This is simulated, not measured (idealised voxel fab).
The name of this process module is voxel spacer lines.
Cross-section cut spans 270 nm and uses square cells 5 nm in size.
We lay out every cross-section as a grid of square cells and spell it out in bands from the top down, where one band means one or more rows of cells.
Basically the band line says how high the top is and how high the bottom is, in nm, and then what's in it from left to right, every material with its width in nm. Empty space shows up as "empty", and if a single material carries "full width" it runs the full band edge to edge.
Below 0: as-received wafer, all one material; heights counted from there. Lowest band: no bottom, goes on down, written "z 0 and below".
Quick explanation for "30 to 40": the width changes in equal steps down the rows of cells, from the first number in the band's top row to the second number in its bottom row.
Take "all unchanged" at face value: in the step it is given for, the cross-section changed in none of its cells.
Entry "Closed internal cavities" = empty spaces >= 8 cells with no open way to the top; each as width x height at distance, distance from left edge, all nm.
after a step's settings: what the simulator itself notes on the step
overlay nm: on a step with a mask, how far right of its planned place the mask lay; negative means left.

Set out below are the planned steps of the process:
1: RECEIVE: material Si
2: CONFORMAL_DEP: material Al2O3, thk nm 10
3: DIRECTIONAL_DEP: material polySi, thk nm 20
4: DIRECTIONAL_DEP: material aC, thk nm 25
5: PATTERN: tone cover, mask id MANDREL, material resist, width nm 25, pitch nm 80, thk nm 35, overlay nm 0
6: DIRECTIONAL_ETCH: etch materials aC, depth nm 25
7: STRIP: etch materials resist
8: CONFORMAL_DEP: material SiN, thk nm 15
9: DIRECTIONAL_ETCH: etch materials SiN, depth nm 15
10: STRIP: etch materials aC
11: DIRECTIONAL_ETCH: etch materials polySi, depth nm 20
12: STRIP: etch materials SiN

So this is the incoming wafer in cross-section - it's already been through step 1:
> z 0 and below  Si full width
> Closed internal cavities: none

End state of the module in cross-section, given the above starting point and plan and one mistake in execution:
> z 55 to 50  empty (80), then aC (25), then empty (55), then aC (25), then empty (85)
> z 50 to 30  empty (65), then polySi (15), then aC (25), then polySi (15), then empty (25), then polySi (15), then aC (25), then polySi (15), then empty (70)
> z 30 to 25  empty (65), then polySi (55), then empty (25), then polySi (55), then empty (70)
> z 25 to 10  polySi full width
> z 10 to 0  Al2O3 full width
> z 0 and below  Si full width
> Closed internal cavities: none
Misprocessing identified: step 8 did not use the planned setting and instead ran as CONFORMAL_DEP: material polySi, thk nm 15
